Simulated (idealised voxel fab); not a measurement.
Documented hereafter: the process module known as voxel tone inversion.
Each square cell in cross-section cut measures 5 nm, and the section as a whole is 205 nm wide.
This document writes a cross-section as a grid whose cells are square, and gives it as bands, listed from the top down; one or more rows of cells form a band.
This entry defines a band. It first specifies the height of the band's top and the height of its bottom in nm, and then specifies the band's materials from left to right, stating each material with its width in nm. The word "edge to edge" identifies a single material that fills the band from edge to edge, while the word "blank" identifies empty space.
All heights in this document are referenced to 0, defined as the level beneath which the wafer, as received, consists entirely of one material. The lowest band is not bounded below; it extends indefinitely downward and is written in the form "0 -> down".
The two numbers in a width such as "30..40" mark its ends across the band: the first belongs to the top row of cells, the second to the bottom row, and from each row to the next the width moves by the same amount.
Basically "no modifications" means that step didn't change any cell in the cross-section.
For the entry "Catalogued sealed voids", the listed items are empty spaces with no open way to the top whose size is 8 cells or more; each item follows the pattern width x height at distance, where distance is from the left edge and all three are in nm.
That trailing text on a step's line, after the settings, is the simulator's own remark on the step.
overlay nm: step with mask; distance mask lay right of planned place; negative value = left of planned place.
**Listed below are the process steps as planned**
1. RECEIVE | material Si
2. CONFORMAL_DEP | material SiCN | thk nm 5
3. DIRECTIONAL_DEP | material aC | thk nm 25
4. PATTERN | tone cover | mask id POSTS | material resist | width nm 25 | pitch nm 40 | thk nm 35 | overlay nm -15
5. DIRECTIONAL_ETCH | etch materials aC | depth nm 25
6. STRIP | etch materials resist
7. FILL_DEP | material lowk | thk nm 10
8. CMP | height nm 30
9. STRIP | etch materials aC
10. CONFORMAL_DEP | material TiN | thk nm 5
11. FILL_DEP | material Cu | thk nm 5
12. CMP | height nm 30
13. CONFORMAL_DEP | material SiN | thk nm 5
The value of overlay nm given for step 4 in the plan refers to the first wafer; the wafers vary in this setting and are alike at the start.
**Cut through the first of several wafers as received, post step 1**
    0 -> down  Si edge to edge
    Catalogued sealed voids: none
**At the end of the module, after its last step, step 13, the first of several wafers appears in cross-section as follows**
    35 -> 30  SiN edge to edge
    30 -> 10  lowk 15; TiN 5; Cu 15; TiN 5; lowk 15; TiN 5; Cu 15; TiN 5; lowk 15; TiN 5; Cu 15; TiN 5; lowk 15; TiN 5; Cu 15; TiN 5; lowk 45
    10 -> 5  lowk 15; TiN 25; lowk 15; TiN 25; lowk 15; TiN 25; lowk 15; TiN 25; lowk 45
    5 -> 0  SiCN edge to edge
    0 -> down  Si edge to edge
    Catalogued sealed voids: none
**Module end, final wafer: cross-section**
    35 -> 30  SiN edge to edge
    30 -> 10  lowk 45; TiN 5; Cu 15; TiN 5; lowk 15; TiN 5; Cu 15; TiN 5; lowk 15; TiN 5; Cu 15; TiN 5; lowk 15; TiN 5; Cu 15; TiN 5; lowk 15
    10 -> 5  lowk 45; TiN 25; lowk 15; TiN 25; lowk 15; TiN 25; lowk 15; TiN 25; lowk 15
    5 -> 0  SiCN edge to edge
    0 -> down  Si edge to edge
    Catalogued sealed voids: none
**The following table contains a row per wafer, in which are reported, at the conclusion of the module, the cells of each material gained (+) or lost (-) since the wafer's receipt, with its closed voids given thereafter**
overlay nm -15 | +48 Cu | +41 SiCN | +41 SiN | +52 TiN | +105 lowk | Catalogued sealed voids: none
overlay nm -10 | +48 Cu | +41 SiCN | +41 SiN | +52 TiN | +105 lowk | Catalogued sealed voids: none
overlay nm -5 | +48 Cu | +41 SiCN | +41 SiN | +52 TiN | +105 lowk | Catalogued sealed voids: none
overlay nm 0 | +48 Cu | +41 SiCN | +41 SiN | +52 TiN | +105 lowk | Catalogued sealed voids: none
overlay nm 5 | +48 Cu | +41 SiCN | +41 SiN | +52 TiN | +105 lowk | Catalogued sealed voids: none
overlay nm 10 | +48 Cu | +41 SiCN | +41 SiN | +52 TiN | +105 lowk | Catalogued sealed voids: none
overlay nm 15 | +48 Cu | +41 SiCN | +41 SiN | +52 TiN | +105 lowk | Catalogued sealed voids: none
